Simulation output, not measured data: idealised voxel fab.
The document below concerns the process module designated voxel wiring stack.
The width of the displayed cross-section, cut, is 250 nm; its cells are square, with a size of 5 nm.
Heads up, the way a cross-section reads in here is a grid of square cells, handed over as bands from the top down, with every band being one or more rows of cells. A band entry consists of two parts. The first gives the height of the band's top and the height of its bottom, in nm. The rest lists the band's materials from left to right, each with its width in nm. A single material labelled with the word "all across" fills the band from edge to edge, and the word "blank" marks empty space. Heights are measured from 0, the level below which the as-received wafer is all one material; the lowest band has no bottom and continues downward, written as in "z 0 and below". A width given as "30 to 40" starts at the first number in the band's top row and ends at the second number in its bottom row, shifting by an equal amount at every step from row to row. Step marked "nothing different"? Then no cell in the cross-section changed in it. Look at "Entrapped voids" for the closed voids: empty spaces with no open path to the top, sized 8 cells or up. Each is width x height at distance, distance from the left edge, all nm. On each step's line, the part that comes after the settings is the simulator's own comment on the step. The optional step-line setting "overlay nm" applies to steps with a mask and quantifies how far to the right of its planned location the mask lay, a negative value indicating leftward placement.
[The planned process steps are enumerated hereunder]
1,RECEIVE: material Si
2,CONFORMAL_DEP: material SiO2, thk nm 10
3,CONFORMAL_DEP: material SiN, thk nm 5
4,DIRECTIONAL_DEP: material lowk, thk nm 20
5,DIRECTIONAL_DEP: material aC, thk nm 15
6,PATTERN: tone open, mask id METAL_1, material resist, width nm 25, pitch nm 50, thk nm 30, overlay nm 0
7,DIRECTIONAL_ETCH: etch materials aC, depth nm 15
8,STRIP: etch materials resist
9,DIRECTIONAL_ETCH: etch materials lowk, depth nm 20
10,DIRECTIONAL_ETCH: etch materials SiN, depth nm 5
11,STRIP: etch materials aC
12,CONFORMAL_DEP: material TiN, thk nm 5
13,FILL_DEP: material Cu, thk nm 5
14,CMP: height nm 35
15,CONFORMAL_DEP: material SiCN, thk nm 5
16,DIRECTIONAL_DEP: material lowk, thk nm 25
17,DIRECTIONAL_DEP: material aC, thk nm 15
18,PATTERN: tone open, mask id METAL_2_HOLES, material resist, width nm 15, pitch nm 100, thk nm 35, overlay nm 0
19,DIRECTIONAL_ETCH: etch materials aC, depth nm 15
20,STRIP: etch materials resist
21,DIRECTIONAL_ETCH: etch materials lowk, depth nm 25
22,STRIP: etch materials aC
23,PATTERN: tone open, mask id METAL_2, material resist, width nm 25, pitch nm 50, thk nm 15, overlay nm 0
24,DIRECTIONAL_ETCH: etch materials lowk, depth nm 15
25,DIRECTIONAL_ETCH: etch materials SiCN, depth nm 5
26,STRIP: etch materials resist
27,CONFORMAL_DEP: material TiN, thk nm 5
28,FILL_DEP: material Ru, thk nm 5
29,CMP: height nm 65
30,CONFORMAL_DEP: material SiCN, thk nm 5
31,DIRECTIONAL_DEP: material lowk, thk nm 35
32,DIRECTIONAL_DEP: material aC, thk nm 15
33,PATTERN: tone open, mask id METAL_3, material resist, width nm 25, pitch nm 50, thk nm 30, overlay nm 0
34,DIRECTIONAL_ETCH: etch materials aC, depth nm 15
35,STRIP: etch materials resist
36,DIRECTIONAL_ETCH: etch materials lowk, depth nm 20
37,STRIP: etch materials aC
38,MASKED_ETCH: tone open, mask id METAL_3_HOLES, width nm 15, pitch nm 100, etch materials lowk, depth nm 15, overlay nm 0
39,MASKED_ETCH: tone open, mask id METAL_3_HOLES, width nm 15, pitch nm 100, etch materials SiCN, depth nm 5, overlay nm 0
40,CONFORMAL_DEP: material TiN, thk nm 5
41,FILL_DEP: material Cu, thk nm 10
42,CMP: height nm 105
43,CONFORMAL_DEP: material SiCN, thk nm 5
44,DIRECTIONAL_DEP: material SiO2, thk nm 35
45,PATTERN: tone open, mask id METAL_4, material resist, width nm 25, pitch nm 50, thk nm 20, overlay nm 0
46,DIRECTIONAL_ETCH: etch materials SiO2, depth nm 20
47,STRIP: etch materials resist
48,MASKED_ETCH: tone open, mask id METAL_4_HOLES, width nm 15, pitch nm 50, etch materials SiO2, depth nm 15, overlay nm 0
49,MASKED_ETCH: tone open, mask id METAL_4_HOLES, width nm 15, pitch nm 50, etch materials SiCN, depth nm 5, overlay nm 0
50,CONFORMAL_DEP: material TiN, thk nm 5
51,FILL_DEP: material Cu, thk nm 10
52,CMP: height nm 145
53,CONFORMAL_DEP: material SiCN, thk nm 5
[Cross-section: wafer on arrival = after step 1]
> z 0 and below  Si all across
> Entrapped voids: none
[End-of-module cross-section. Starting structure and process plan as above; one mistake made in running it]
> z 150 to 145  SiCN all across
> z 145 to 130  35 nm SiO2 / 5 nm TiN / 15 nm Cu / 5 nm TiN / 25 nm SiO2 / 5 nm TiN / 15 nm Cu / 5 nm TiN / 25 nm SiO2 / 5 nm TiN / 15 nm Cu / 5 nm TiN / 25 nm SiO2 / 5 nm TiN / 15 nm Cu / 5 nm TiN / 40 nm SiO2
> z 130 to 125  35 nm SiO2 / 5 nm TiN / 5 nm Cu / 15 nm TiN / 25 nm SiO2 / 5 nm TiN / 5 nm Cu / 15 nm TiN / 25 nm SiO2 / 5 nm TiN / 5 nm Cu / 15 nm TiN / 25 nm SiO2 / 5 nm TiN / 5 nm Cu / 15 nm TiN / 40 nm SiO2
> z 125 to 110  35 nm SiO2 / 5 nm TiN / 5 nm Cu / 5 nm TiN / 35 nm SiO2 / 5 nm TiN / 5 nm Cu / 5 nm TiN / 35 nm SiO2 / 5 nm TiN / 5 nm Cu / 5 nm TiN / 35 nm SiO2 / 5 nm TiN / 5 nm Cu / 5 nm TiN / 50 nm SiO2
> z 110 to 105  35 nm SiCN / 15 nm TiN / 35 nm SiCN / 15 nm TiN / 35 nm SiCN / 15 nm TiN / 35 nm SiCN / 15 nm TiN / 50 nm SiCN
> z 105 to 90  35 nm lowk / 5 nm TiN / 15 nm Cu / 5 nm TiN / 25 nm lowk / 5 nm TiN / 15 nm Cu / 5 nm TiN / 25 nm lowk / 5 nm TiN / 15 nm Cu / 5 nm TiN / 25 nm lowk / 5 nm TiN / 15 nm Cu / 5 nm TiN / 40 nm lowk
> z 90 to 85  35 nm lowk / 5 nm TiN / 5 nm Cu / 15 nm TiN / 25 nm lowk / 25 nm TiN / 25 nm lowk / 5 nm TiN / 5 nm Cu / 15 nm TiN / 25 nm lowk / 25 nm TiN / 40 nm lowk
> z 85 to 70  35 nm lowk / 5 nm TiN / 5 nm Cu / 5 nm TiN / 85 nm lowk / 5 nm TiN / 5 nm Cu / 5 nm TiN / 100 nm lowk
> z 70 to 65  35 nm SiCN / 15 nm TiN / 85 nm SiCN / 15 nm TiN / 100 nm SiCN
> z 65 to 55  35 nm lowk / 5 nm TiN / 15 nm Ru / 5 nm TiN / 25 nm lowk / 5 nm TiN / 15 nm Ru / 5 nm TiN / 25 nm lowk / 5 nm TiN / 15 nm Ru / 5 nm TiN / 25 nm lowk / 5 nm TiN / 15 nm Ru / 5 nm TiN / 40 nm lowk
> z 55 to 50  35 nm lowk / 5 nm TiN / 5 nm Ru / 15 nm TiN / 25 nm lowk / 25 nm TiN / 25 nm lowk / 5 nm TiN / 5 nm Ru / 15 nm TiN / 25 nm lowk / 25 nm TiN / 40 nm lowk
> z 50 to 40  35 nm lowk / 5 nm TiN / 5 nm Ru / 5 nm TiN / 85 nm lowk / 5 nm TiN / 5 nm Ru / 5 nm TiN / 100 nm lowk
> z 40 to 35  35 nm SiCN / 15 nm TiN / 85 nm SiCN / 15 nm TiN / 100 nm SiCN
> z 35 to 15  40 nm lowk / 5 nm TiN / 10 nm Cu / 5 nm TiN / 30 nm lowk / 5 nm TiN / 10 nm Cu / 5 nm TiN / 30 nm lowk / 5 nm TiN / 10 nm Cu / 5 nm TiN / 30 nm lowk / 5 nm TiN / 10 nm Cu / 5 nm TiN / 40 nm lowk
> z 15 to 10  40 nm SiN / 20 nm TiN / 30 nm SiN / 20 nm TiN / 30 nm SiN / 20 nm TiN / 30 nm SiN / 20 nm TiN / 40 nm SiN
> z 10 to 0  SiO2 all across
> z 0 and below  Si all across
> Entrapped voids: none
Finding, execution versus plan: step 6 off recipe, ran as PATTERN: tone open, mask id METAL_1, material resist, width nm 20, pitch nm 50, thk nm 30, overlay nm 0
